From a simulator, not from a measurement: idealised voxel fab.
process module | voxel double patterning
Pictured: cross-section cut, 215 nm wide, on a grid of 5 nm square cells.
Think of the cross-section as a grid of square cells. We describe it in bands, top to bottom, and each band covers one or more rows of those cells.
Basically the band line says how high the top is and how high the bottom is, in nm, and then what's in it from left to right, every material with its width in nm. Empty space shows up as "blank", and if a single material carries "all across" it runs the full band edge to edge.
Below 0: as-received wafer, all one material; heights counted from there. Lowest band: no bottom, goes on down, written "top 0, no bottom".
Width spec "30->40" -> top row of cells at first value, bottom row at second value, equal per-row change in between.
You'll sometimes find "identical to before" written for a step, and that's the way of saying that nowhere in the cross-section did a cell change during that step.
Each empty space that has no open way to the top and spans at least 8 cells appears under "Fully sealed voids" as width x height at distance, the distance counted from the left edge, all in nm.
Note: text after step settings on the step line = simulator remark on that step.
"overlay nm" answers the question of how far to the right of plan the mask lay on a step that has a mask, and when it is negative the answer is to the left.

## The steps planned for the process are as follows
| 1 | RECEIVE: material Si |
| 2 | CONFORMAL_DEP: material SiO2, thk nm 10 |
| 3 | DIRECTIONAL_DEP: material polySi, thk nm 10 |
| 4 | DIRECTIONAL_DEP: material SiCN, thk nm 10 |
| 5 | PATTERN: tone open, mask id FIRST, material resist, width nm 15, pitch nm 50, thk nm 15, overlay nm 0 |
| 6 | DIRECTIONAL_ETCH: etch materials SiCN, depth nm 10 |
| 7 | STRIP: etch materials resist |
| 8 | DIRECTIONAL_DEP: material aC, thk nm 10 |
| 9 | PATTERN: tone open, mask id SECOND, material resist, width nm 15, pitch nm 50, thk nm 30, overlay nm 0 |
| 10 | DIRECTIONAL_ETCH: etch materials aC, depth nm 10 |
| 11 | STRIP: etch materials resist |
| 12 | DIRECTIONAL_ETCH: etch materials SiCN, depth nm 10 |
| 13 | STRIP: etch materials aC |
| 14 | DIRECTIONAL_ETCH: etch materials polySi, depth nm 10 |
| 15 | STRIP: etch materials SiCN |

## On the first of the two wafers: run conducted according to plan

## Incoming wafer, cross-sectional view, post step 1
> top 0, no bottom | Si all across
> Fully sealed voids: none

## Take a look at the wafer's cross-section after step 2
> top 10, bottom 0 | SiO2 all across
> No changes below 0.

## Take a look at the wafer's cross-section after step 3
> top 20, bottom 10 | polySi all across
> No changes below 10.

## Take a look at the wafer's cross-section after step 4
> top 30, bottom 20 | SiCN all across
> No changes below 20.

## Take a look at the wafer's cross-section after step 5
> top 45, bottom 30 | resist: 50, blank: 15, resist: 35, blank: 15, resist: 35, blank: 15, resist: 50
> No changes below 30.

## Take a look at the wafer's cross-section after step 6
> top 45, bottom 30 | resist: 50, blank: 15, resist: 35, blank: 15, resist: 35, blank: 15, resist: 50
> top 30, bottom 20 | SiCN: 50, blank: 15, SiCN: 35, blank: 15, SiCN: 35, blank: 15, SiCN: 50
> No changes below 20.

## Take a look at the wafer's cross-section after step 7
> top 30, bottom 20 | SiCN: 50, blank: 15, SiCN: 35, blank: 15, SiCN: 35, blank: 15, SiCN: 50
> No changes below 20.

## Take a look at the wafer's cross-section after step 8
> top 40, bottom 30 | aC: 50, blank: 15, aC: 35, blank: 15, aC: 35, blank: 15, aC: 50
> top 30, bottom 20 | SiCN: 50, aC: 15, SiCN: 35, aC: 15, SiCN: 35, aC: 15, SiCN: 50
> No changes below 20.

## Take a look at the wafer's cross-section after step 9
> top 70, bottom 40 | resist: 75, blank: 15, resist: 35, blank: 15, resist: 75
> top 40, bottom 30 | aC: 50, resist: 15, aC: 35, resist: 15, aC: 35, resist: 15, aC: 50
> No changes below 30.

## Take a look at the wafer's cross-section after step 10
> top 60, bottom 40 | resist: 75, blank: 15, resist: 35, blank: 15, resist: 75
> top 40, bottom 30 | aC: 50, resist: 15, aC: 10, blank: 15, aC: 10, resist: 15, aC: 10, blank: 15, aC: 10, resist: 15, aC: 50
> No changes below 30.

## Take a look at the wafer's cross-section after step 11
> top 40, bottom 30 | aC: 50, blank: 15, aC: 10, blank: 15, aC: 10, blank: 15, aC: 10, blank: 15, aC: 10, blank: 15, aC: 50
> No changes below 30.

## Take a look at the wafer's cross-section after step 12
> top 40, bottom 30 | aC: 50, blank: 15, aC: 10, blank: 15, aC: 10, blank: 15, aC: 10, blank: 15, aC: 10, blank: 15, aC: 50
> top 30, bottom 20 | SiCN: 50, aC: 15, SiCN: 10, blank: 15, SiCN: 10, aC: 15, SiCN: 10, blank: 15, SiCN: 10, aC: 15, SiCN: 50
> No changes below 20.

## Take a look at the wafer's cross-section after step 13
> top 30, bottom 20 | SiCN: 50, blank: 15, SiCN: 10, blank: 15, SiCN: 10, blank: 15, SiCN: 10, blank: 15, SiCN: 10, blank: 15, SiCN: 50
> No changes below 20.

## Take a look at the wafer's cross-section after step 14
> top 30, bottom 20 | SiCN: 50, blank: 15, SiCN: 10, blank: 15, SiCN: 10, blank: 15, SiCN: 10, blank: 15, SiCN: 10, blank: 15, SiCN: 50
> top 20, bottom 10 | polySi: 50, blank: 15, polySi: 10, blank: 15, polySi: 10, blank: 15, polySi: 10, blank: 15, polySi: 10, blank: 15, polySi: 50
> No changes below 10.

## Take a look at the wafer's cross-section after step 15
> top 20, bottom 10 | polySi: 50, blank: 15, polySi: 10, blank: 15, polySi: 10, blank: 15, polySi: 10, blank: 15, polySi: 10, blank: 15, polySi: 50
> No changes below 10.

## Wafer two of the pair: same origin, same plan, one error during the run; identical to wafer one up to and including step 2

## X-section, second wafer, when step 3 was due to finish
> top 25, bottom 10 | polySi all across
> No changes below 10.

## X-section, second wafer, when step 4 was due to finish
> top 35, bottom 25 | SiCN all across
> No changes below 25.

## X-section, second wafer, when step 5 was due to finish
> top 50, bottom 35 | resist: 50, blank: 15, resist: 35, blank: 15, resist: 35, blank: 15, resist: 50
> No changes below 35.

## X-section, second wafer, when step 6 was due to finish
> top 50, bottom 35 | resist: 50, blank: 15, resist: 35, blank: 15, resist: 35, blank: 15, resist: 50
> top 35, bottom 25 | SiCN: 50, blank: 15, SiCN: 35, blank: 15, SiCN: 35, blank: 15, SiCN: 50
> No changes below 25.

## X-section, second wafer, when step 7 was due to finish
> top 35, bottom 25 | SiCN: 50, blank: 15, SiCN: 35, blank: 15, SiCN: 35, blank: 15, SiCN: 50
> No changes below 25.

## X-section, second wafer, when step 8 was due to finish
> top 45, bottom 35 | aC: 50, blank: 15, aC: 35, blank: 15, aC: 35, blank: 15, aC: 50
> top 35, bottom 25 | SiCN: 50, aC: 15, SiCN: 35, aC: 15, SiCN: 35, aC: 15, SiCN: 50
> No changes below 25.

## X-section, second wafer, when step 9 was due to finish
> top 75, bottom 45 | resist: 75, blank: 15, resist: 35, blank: 15, resist: 75
> top 45, bottom 35 | aC: 50, resist: 15, aC: 35, resist: 15, aC: 35, resist: 15, aC: 50
> No changes below 35.

## X-section, second wafer, when step 10 was due to finish
> top 65, bottom 45 | resist: 75, blank: 15, resist: 35, blank: 15, resist: 75
> top 45, bottom 35 | aC: 50, resist: 15, aC: 10, blank: 15, aC: 10, resist: 15, aC: 10, blank: 15, aC: 10, resist: 15, aC: 50
> No changes below 35.

## X-section, second wafer, when step 11 was due to finish
> top 45, bottom 35 | aC: 50, blank: 15, aC: 10, blank: 15, aC: 10, blank: 15, aC: 10, blank: 15, aC: 10, blank: 15, aC: 50
> No changes below 35.

## X-section, second wafer, when step 12 was due to finish
> top 45, bottom 35 | aC: 50, blank: 15, aC: 10, blank: 15, aC: 10, blank: 15, aC: 10, blank: 15, aC: 10, blank: 15, aC: 50
> top 35, bottom 25 | SiCN: 50, aC: 15, SiCN: 10, blank: 15, SiCN: 10, aC: 15, SiCN: 10, blank: 15, SiCN: 10, aC: 15, SiCN: 50
> No changes below 25.

## X-section, second wafer, when step 13 was due to finish
> top 35, bottom 25 | SiCN: 50, blank: 15, SiCN: 10, blank: 15, SiCN: 10, blank: 15, SiCN: 10, blank: 15, SiCN: 10, blank: 15, SiCN: 50
> No changes below 25.

## X-section, second wafer, when step 14 was due to finish
> top 35, bottom 25 | SiCN: 50, blank: 15, SiCN: 10, blank: 15, SiCN: 10, blank: 15, SiCN: 10, blank: 15, SiCN: 10, blank: 15, SiCN: 50
> top 25, bottom 15 | polySi: 50, blank: 15, polySi: 10, blank: 15, polySi: 10, blank: 15, polySi: 10, blank: 15, polySi: 10, blank: 15, polySi: 50
> No changes below 15.

## X-section, second wafer, when step 15 was due to finish
> top 25, bottom 15 | polySi: 50, blank: 15, polySi: 10, blank: 15, polySi: 10, blank: 15, polySi: 10, blank: 15, polySi: 10, blank: 15, polySi: 50
> No changes below 15.
Misprocessing identified: the process deviated at step 3: the operation and settings actually run there were DIRECTIONAL_DEP: material polySi, thk nm 15
FYI, end of process, the second wafer has more or fewer cells of some materials than the first: 43 more of polySi
